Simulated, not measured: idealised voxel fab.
Module name: voxel fin reveal (process module)
It is cross-section cut that appears here, measuring 270 nm in width, its square cells being 5 nm in size.
Throughout this document, each cross-section is represented as a grid of square cells and is presented as a sequence of bands enumerated from the top downward, where a band comprises one or more rows of cells. Look at the band entry: it leads with the top's height and the bottom's height in nm. Then it lists the materials left to right, with a width in nm for each. The word "all across" on a single material says that material fills the band edge to edge. The word "empty" is empty space. Beneath 0, the wafer as received is one material, and that level is where height counting begins. The lowest band goes on downward without a bottom; it is written like "0 nm and below". The two numbers in a width such as "30 to 40" mark its ends across the band: the first belongs to the top row of cells, the second to the bottom row, and from each row to the next the width moves by the same amount. "all unchanged", as given for a step, is the statement that not any cell of the cross-section underwent a change during that step. "Trapped void list" specifies each empty space that is not open to the top and that occupies no fewer than 8 cells, using the form width x height at distance, the distance measured from the left edge and all three quantities in nm. Step line, after settings: the simulator's comment on this step. Steps that use a mask can have "overlay nm" on their line. It says how far the mask sat to the right of where it was meant to be. Negative means to the left.
plan
1: RECEIVE: material Si
2: CONFORMAL_DEP: material SiN, thk nm 10
3: PATTERN: tone cover, mask id FINS, material resist, width nm 15, pitch nm 45, thk nm 20, overlay nm 0
4: DIRECTIONAL_ETCH: etch materials SiN, depth nm 10
5: DIRECTIONAL_ETCH: etch materials Si, depth nm 40
6: STRIP: etch materials resist
7: OXIDIZE: depth nm 5
8: FILL_DEP: material SiO2, thk nm 15
9: CMP: height nm 10
10: SELECTIVE_ETCH: etch materials SiO2, depth nm 40
11: STRIP: etch materials SiN
12: CONFORMAL_DEP: material SiO2, thk nm 5
The first of a set of two wafers, run to plan
Shown in cross-section is the wafer as received, that is, as it stands after step 1
* 0 nm and below  Si all across
* Trapped void list: none
The wafer, seen in cross-section, after step 2
* 10 nm to 0 nm  SiN all across
* Unchanged below 0.
The wafer, seen in cross-section, after step 3
* 30 nm to 10 nm  105 empty, 15 resist, 30 empty, 15 resist, 105 empty
* Unchanged below 10.
The wafer, seen in cross-section, after step 4
* 30 nm to 10 nm  105 empty, 15 resist, 30 empty, 15 resist, 105 empty
* 10 nm to 0 nm  105 empty, 15 SiN, 30 empty, 15 SiN, 105 empty
* Unchanged below 0.
The wafer, seen in cross-section, after step 5
* 30 nm to 10 nm  105 empty, 15 resist, 30 empty, 15 resist, 105 empty
* 10 nm to 0 nm  105 empty, 15 SiN, 30 empty, 15 SiN, 105 empty
* 0 nm to -40 nm  105 empty, 15 Si, 30 empty, 15 Si, 105 empty
* Unchanged below -40.
The wafer, seen in cross-section, after step 6
* 10 nm to 0 nm  105 empty, 15 SiN, 30 empty, 15 SiN, 105 empty
* Unchanged below 0.
The wafer, seen in cross-section, after step 7
* 10 nm to 0 nm  105 empty, 15 SiN, 30 empty, 15 SiN, 105 empty
* 0 nm to -40 nm  105 empty, 5 SiO2, 5 Si, 5 SiO2, 30 empty, 5 SiO2, 5 Si, 5 SiO2, 105 empty
* -40 nm to -45 nm  110 SiO2, 5 Si, 40 SiO2, 5 Si, 110 SiO2
* Unchanged below -45.
The wafer, seen in cross-section, after step 8
* 25 nm to 10 nm  SiO2 all across
* 10 nm to 0 nm  105 SiO2, 15 SiN, 30 SiO2, 15 SiN, 105 SiO2
* 0 nm to -45 nm  110 SiO2, 5 Si, 40 SiO2, 5 Si, 110 SiO2
* Unchanged below -45.
The wafer, seen in cross-section, after step 9
* 10 nm to 0 nm  105 SiO2, 15 SiN, 30 SiO2, 15 SiN, 105 SiO2
* Unchanged below 0.
The wafer, seen in cross-section, after step 10
* 10 nm to 0 nm  105 empty, 15 SiN, 30 empty, 15 SiN, 105 empty
* 0 nm to -30 nm  110 empty, 5 Si, 40 empty, 5 Si, 110 empty
* Unchanged below -30.
The wafer, seen in cross-section, after step 11
* 0 nm to -30 nm  110 empty, 5 Si, 40 empty, 5 Si, 110 empty
* Unchanged below -30.
The wafer, seen in cross-section, after step 12
* 5 nm to 0 nm  105 empty, 15 SiO2, 30 empty, 15 SiO2, 105 empty
* 0 nm to -25 nm  105 empty, 5 SiO2, 5 Si, 5 SiO2, 30 empty, 5 SiO2, 5 Si, 5 SiO2, 105 empty
* -25 nm to -45 nm  110 SiO2, 5 Si, 40 SiO2, 5 Si, 110 SiO2
* Unchanged below -45.
Okay, second wafer. Nothing different at the start, nothing different in the plan, just one mistake somewhere in the running. As far as step 9, counting that step, it's the first wafer all over again
Second wafer, cross-section, planned end of step 10
* 10 nm to 0 nm  105 SiO2, 15 empty, 30 SiO2, 15 empty, 105 SiO2
* Unchanged below 0.
Second wafer, cross-section, planned end of step 11
* 0 nm to -30 nm  110 empty, 5 Si, 40 empty, 5 Si, 110 empty
* -30 nm to -40 nm  65 SiO2, 45 empty, 5 Si, 40 empty, 5 Si, 45 empty, 65 SiO2
* Unchanged below -40.
Second wafer, cross-section, planned end of step 12
* 5 nm to 0 nm  105 empty, 15 SiO2, 30 empty, 15 SiO2, 105 empty
* 0 nm to -25 nm  105 empty, 5 SiO2, 5 Si, 5 SiO2, 30 empty, 5 SiO2, 5 Si, 5 SiO2, 105 empty
* -25 nm to -35 nm  70 SiO2, 35 empty, 5 SiO2, 5 Si, 5 SiO2, 30 empty, 5 SiO2, 5 Si, 5 SiO2, 35 empty, 70 SiO2
* -35 nm to -45 nm  110 SiO2, 5 Si, 40 SiO2, 5 Si, 110 SiO2
* Unchanged below -45.
Diagnosis: plan steps 10 and 11 run swapped
Final tally in cells, some materials are higher or lower on the second wafer than on the first: SiO2 -40
